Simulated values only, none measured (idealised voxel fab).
process module | voxel tone inversion
cross-section cut | 280 nm wide | cells 5 nm
A cross-section is a grid of square cells, given in bands from the top down. A band is one or more rows of cells.
Each band's line starts with the height of the band's top and of its bottom, in nm. Then come its materials from left to right, each with its width in nm. One material with "throughout" fills the band from edge to edge. "air" is empty space.
Height 0 is the level under which the wafer as received is all one material. The lowest band goes on downwards, as in "0 down".
A width such as "30 to 40" changes by the same amount from each row of cells to the next, from the band's top row to its bottom row.
"no change" after a step means that no cell of the cross-section changed.
closed voids: empty space of 8 cells or more with no open way to the top, each as width x height at its distance from the left edge, in nm
after a step's settings: what the simulator itself notes on the step
overlay nm, on a step with a mask: how far to the right of its planned place the mask lay; to the left if negative
plan
1 op RECEIVE | material Si
2 op CONFORMAL_DEP | material SiCN | thk nm 10
3 op DIRECTIONAL_DEP | material aC | thk nm 20
4 op PATTERN | tone cover | mask id POSTS | material resist | width nm 15 | pitch nm 30 | thk nm 30 | overlay nm -15
5 op DIRECTIONAL_ETCH | etch materials aC | depth nm 20
6 op STRIP | etch materials resist
7 op FILL_DEP | material SiO2 | thk nm 5
8 op CMP | height nm 30
9 op STRIP | etch materials aC
varied across the wafers: overlay nm of step 4. The plan shows the first wafer's value. All wafers start alike
first wafer as received, after step 1
  0 down: Si throughout
  closed voids: none
each wafer at the end: cells of each material gained (+) or lost (-) since it was received, then its closed voids
overlay nm -15 | +112 SiCN | +188 SiO2 | closed voids: none
overlay nm -10 | +112 SiCN | +188 SiO2 | closed voids: none
overlay nm -5 | +112 SiCN | +188 SiO2 | closed voids: none
overlay nm 0 | +112 SiCN | +188 SiO2 | closed voids: none
overlay nm 5 | +112 SiCN | +188 SiO2 | closed voids: none
overlay nm 10 | +112 SiCN | +188 SiO2 | closed voids: none
overlay nm 15 | +112 SiCN | +188 SiO2 | closed voids: none
